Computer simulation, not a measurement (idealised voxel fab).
process module | voxel transistor to metal
It is cross-section cut that appears here, measuring 300 nm in width, its square cells being 5 nm in size.
Reading order for cross-sections: top band down to bottom band. Underlying form: a grid of square cells. Band size: one or more rows of cells.
Basically the band line says how high the top is and how high the bottom is, in nm, and then what's in it from left to right, every material with its width in nm. Empty space shows up as "air", and if a single material carries "all across" it runs the full band edge to edge.
Height 0 is the level under which the wafer as received is all one material. The lowest band goes on downwards, as in "0 and below".
Quick explanation for "30 to 40": the width changes in equal steps down the rows of cells, from the first number in the band's top row to the second number in its bottom row.
A step reported as "stayed the same" is a step in which no cell of the cross-section changed.
closed voids: empty space of 8 cells or more with no open way to the top, each as width x height at its distance from the left edge, in nm
Note: text after step settings on the step line = simulator remark on that step.
overlay nm: right-of-plan distance of the mask on a masked step; negative values mean left-of-plan.
PROCESS STEPS - PLAN
1,RECEIVE, material Si
2,OXIDIZE, depth nm 5
3,CONFORMAL_DEP, material SiN, thk nm 15
4,MASKED_ETCH, tone cover, mask id ACTIVE, width nm 105, pitch nm 130, etch materials SiN, depth nm 15, overlay nm 0
5,MASKED_ETCH, tone cover, mask id ACTIVE, width nm 105, pitch nm 130, etch materials SiO2, depth nm 5, overlay nm 0
6,MASKED_ETCH, tone cover, mask id ACTIVE, width nm 105, pitch nm 130, etch materials Si, depth nm 20, overlay nm 0
7,FILL_DEP, material SiO2, thk nm 10
8,CMP, height nm 15
9,SELECTIVE_ETCH, etch materials SiO2, depth nm 5
10,STRIP, etch materials SiN
11,SELECTIVE_ETCH, etch materials SiO2, depth nm 5
12,OXIDIZE, depth nm 5
13,DIRECTIONAL_DEP, material polySi, thk nm 30
14,DIRECTIONAL_DEP, material SiCN, thk nm 10
15,PATTERN, tone cover, mask id GATE, material resist, width nm 15, pitch nm 130, thk nm 20, overlay nm 0
16,DIRECTIONAL_ETCH, etch materials SiCN, depth nm 20
17,DIRECTIONAL_ETCH, etch materials polySi, depth nm 40
18,STRIP, etch materials resist
19,CONFORMAL_DEP, material SiN, thk nm 10
20,DIRECTIONAL_ETCH, etch materials SiN, depth nm 10
21,DIRECTIONAL_ETCH, etch materials SiO2, depth nm 5
22,DIRECTIONAL_ETCH, etch materials Si, depth nm 10
23,EPI, material SiGe, thk nm 15
24,FILL_DEP, material SiO2, thk nm 10
25,CMP, height nm 35
26,DIRECTIONAL_DEP, material SiO2, thk nm 15
27,PATTERN, tone open, mask id CONTACT, material resist, width nm 20, thk nm 20, overlay nm 0
28,DIRECTIONAL_ETCH, etch materials SiO2, depth nm 45
29,STRIP, etch materials resist
30,CONFORMAL_DEP, material TiN, thk nm 5
31,FILL_DEP, material W, thk nm 5
32,CMP, height nm 50
33,DIRECTIONAL_DEP, material TiN, thk nm 5
34,DIRECTIONAL_DEP, material W, thk nm 20
35,MASKED_ETCH, tone cover, mask id METAL_1, width nm 20, etch materials W, depth nm 20, overlay nm 0
36,MASKED_ETCH, tone cover, mask id METAL_1, width nm 20, etch materials TiN, depth nm 5, overlay nm 0
37,FILL_DEP, material SiO2, thk nm 5
38,CMP, height nm 75
39,CONFORMAL_DEP, material SiCN, thk nm 5
40,DIRECTIONAL_DEP, material lowk, thk nm 30
41,DIRECTIONAL_DEP, material aC, thk nm 10
42,PATTERN, tone open, mask id METAL_2, material resist, width nm 20, pitch nm 130, thk nm 30, overlay nm 0
43,DIRECTIONAL_ETCH, etch materials aC, depth nm 10
44,STRIP, etch materials resist
45,DIRECTIONAL_ETCH, etch materials lowk, depth nm 15
46,STRIP, etch materials aC
47,DIRECTIONAL_DEP, material aC, thk nm 10
48,PATTERN, tone open, mask id METAL_2_HOLES, material resist, width nm 15, pitch nm 130, thk nm 25, overlay nm 0
49,DIRECTIONAL_ETCH, etch materials aC, depth nm 10
50,STRIP, etch materials resist
51,DIRECTIONAL_ETCH, etch materials lowk, depth nm 15
52,DIRECTIONAL_ETCH, etch materials SiCN, depth nm 5
53,STRIP, etch materials aC
54,CONFORMAL_DEP, material TiN, thk nm 5
55,FILL_DEP, material Cu, thk nm 10
56,CMP, height nm 110
57,CONFORMAL_DEP, material SiCN, thk nm 5
RECEIVED-STATE CROSS-SECTION, REFLECTING COMPLETION OF STEP 1
  0 and below: Si all across
  closed voids: none
FIRST WAFER AT THE END, AS PLANNED
  115 down to 110: SiCN all across
  110 down to 100: 35 lowk, then 5 TiN, then 10 Cu, then 5 TiN, then 110 lowk, then 5 TiN, then 10 Cu, then 5 TiN, then 115 lowk
  100 down to 95: 35 lowk, then 5 TiN, then 5 Cu, then 10 TiN, then 110 lowk, then 5 TiN, then 5 Cu, then 10 TiN, then 115 lowk
  95 down to 80: 35 lowk, then 5 TiN, then 5 Cu, then 5 TiN, then 115 lowk, then 5 TiN, then 5 Cu, then 5 TiN, then 120 lowk
  80 down to 75: 35 SiCN, then 15 TiN, then 115 SiCN, then 15 TiN, then 120 SiCN
  75 down to 55: 35 SiO2, then 20 W, then 55 SiO2, then 20 W, then 35 SiO2, then 20 W, then 55 SiO2, then 20 W, then 40 SiO2
  55 down to 50: 35 SiO2, then 20 TiN, then 55 SiO2, then 20 TiN, then 35 SiO2, then 20 TiN, then 55 SiO2, then 20 TiN, then 40 SiO2
  50 down to 35: 35 SiO2, then 5 TiN, then 10 W, then 5 TiN, then 55 SiO2, then 5 TiN, then 10 W, then 5 TiN, then 35 SiO2, then 5 TiN, then 10 W, then 5 TiN, then 55 SiO2, then 5 TiN, then 10 W, then 5 TiN, then 40 SiO2
  35 down to 25: 35 SiO2, then 5 TiN, then 10 W, then 5 TiN, then 10 SiO2, then 10 SiN, then 15 SiCN, then 10 SiN, then 10 SiO2, then 5 TiN, then 10 W, then 5 TiN, then 35 SiO2, then 5 TiN, then 10 W, then 5 TiN, then 10 SiO2, then 10 SiN, then 15 SiCN, then 10 SiN, then 10 SiO2, then 5 TiN, then 10 W, then 5 TiN, then 40 SiO2
  25 down to 10: 35 SiO2, then 5 TiN, then 10 W, then 5 TiN, then 10 SiO2, then 10 SiN, then 15 polySi, then 10 SiN, then 10 SiO2, then 5 TiN, then 10 W, then 5 TiN, then 35 SiO2, then 5 TiN, then 10 W, then 5 TiN, then 10 SiO2, then 10 SiN, then 15 polySi, then 10 SiN, then 10 SiO2, then 5 TiN, then 10 W, then 5 TiN, then 40 SiO2
  10 down to 5: 35 SiO2, then 20 TiN, then 10 SiO2, then 10 SiN, then 15 polySi, then 10 SiN, then 10 SiO2, then 20 TiN, then 35 SiO2, then 20 TiN, then 10 SiO2, then 10 SiN, then 15 polySi, then 10 SiN, then 10 SiO2, then 20 TiN, then 40 SiO2
  5 down to -5: 25 SiO2, then 10 SiN, then 30 SiGe, then 10 SiN, then 15 polySi, then 10 SiN, then 30 SiGe, then 10 SiN, then 15 SiO2, then 10 SiN, then 30 SiGe, then 10 SiN, then 15 polySi, then 10 SiN, then 30 SiGe, then 10 SiN, then 30 SiO2
  -5 down to -10: 35 SiO2, then 30 SiGe, then 35 SiO2, then 30 SiGe, then 35 SiO2, then 30 SiGe, then 35 SiO2, then 30 SiGe, then 40 SiO2
  -10 down to -20: 30 SiO2, then 5 Si, then 30 SiGe, then 35 Si, then 30 SiGe, then 5 Si, then 25 SiO2, then 5 Si, then 30 SiGe, then 35 Si, then 30 SiGe, then 5 Si, then 35 SiO2
  -20 down to -25: 30 SiO2, then 105 Si, then 25 SiO2, then 105 Si, then 35 SiO2
  -25 and below: Si all across
  closed voids: none
WAFER TWO CROSS-SECTION, MODULE END. START AND PLAN UNCHANGED FROM WAFER ONE; ONE MISTAKE MADE DURING THE RUN
  115 down to 110: SiCN all across
  110 down to 100: 35 lowk, then 5 TiN, then 10 Cu, then 5 TiN, then 110 lowk, then 5 TiN, then 10 Cu, then 5 TiN, then 115 lowk
  100 down to 95: 35 lowk, then 5 TiN, then 5 Cu, then 10 TiN, then 110 lowk, then 5 TiN, then 5 Cu, then 10 TiN, then 115 lowk
  95 down to 80: 35 lowk, then 5 TiN, then 5 Cu, then 5 TiN, then 115 lowk, then 5 TiN, then 5 Cu, then 5 TiN, then 120 lowk
  80 down to 75: 35 SiCN, then 15 TiN, then 115 SiCN, then 15 TiN, then 120 SiCN
  75 down to 55: 35 SiO2, then 20 W, then 55 SiO2, then 20 W, then 35 SiO2, then 20 W, then 55 SiO2, then 20 W, then 40 SiO2
  55 down to 50: 35 SiO2, then 20 TiN, then 55 SiO2, then 20 TiN, then 35 SiO2, then 20 TiN, then 55 SiO2, then 20 TiN, then 40 SiO2
  50 down to 35: 30 SiO2, then 5 TiN, then 10 W, then 5 TiN, then 55 SiO2, then 5 TiN, then 10 W, then 5 TiN, then 35 SiO2, then 5 TiN, then 10 W, then 5 TiN, then 55 SiO2, then 5 TiN, then 10 W, then 5 TiN, then 45 SiO2
  35 down to 25: 30 SiO2, then 5 TiN, then 10 W, then 5 TiN, then 15 SiO2, then 10 SiN, then 15 SiCN, then 10 SiN, then 5 SiO2, then 5 TiN, then 10 W, then 5 TiN, then 35 SiO2, then 5 TiN, then 10 W, then 5 TiN, then 15 SiO2, then 10 SiN, then 15 SiCN, then 10 SiN, then 5 SiO2, then 5 TiN, then 10 W, then 5 TiN, then 45 SiO2
  25 down to 10: 30 SiO2, then 5 TiN, then 10 W, then 5 TiN, then 15 SiO2, then 10 SiN, then 15 polySi, then 10 SiN, then 5 SiO2, then 5 TiN, then 10 W, then 5 TiN, then 35 SiO2, then 5 TiN, then 10 W, then 5 TiN, then 15 SiO2, then 10 SiN, then 15 polySi, then 10 SiN, then 5 SiO2, then 5 TiN, then 10 W, then 5 TiN, then 45 SiO2
  10 down to 5: 30 SiO2, then 20 TiN, then 15 SiO2, then 10 SiN, then 15 polySi, then 10 SiN, then 5 SiO2, then 20 TiN, then 35 SiO2, then 20 TiN, then 15 SiO2, then 10 SiN, then 15 polySi, then 10 SiN, then 5 SiO2, then 20 TiN, then 45 SiO2
  5 down to -5: 25 SiO2, then 10 SiN, then 30 SiGe, then 10 SiN, then 15 polySi, then 10 SiN, then 30 SiGe, then 10 SiN, then 15 SiO2, then 10 SiN, then 30 SiGe, then 10 SiN, then 15 polySi, then 10 SiN, then 30 SiGe, then 10 SiN, then 30 SiO2
  -5 down to -10: 35 SiO2, then 30 SiGe, then 35 SiO2, then 30 SiGe, then 35 SiO2, then 30 SiGe, then 35 SiO2, then 30 SiGe, then 40 SiO2
  -10 down to -20: 30 SiO2, then 5 Si, then 30 SiGe, then 35 Si, then 30 SiGe, then 5 Si, then 25 SiO2, then 5 Si, then 30 SiGe, then 35 Si, then 30 SiGe, then 5 Si, then 35 SiO2
  -20 down to -25: 30 SiO2, then 105 Si, then 25 SiO2, then 105 Si, then 35 SiO2
  -25 and below: Si all across
  closed voids: none
The mistake made against the process plan was this: step 27 ran with different settings than intended, the actual operation and settings being PATTERN, tone open, mask id CONTACT, material resist, width nm 20, thk nm 20, overlay nm -5
Tallied in cells, the final second wafer holds each material in the same quantity as the first, although not at the same places.
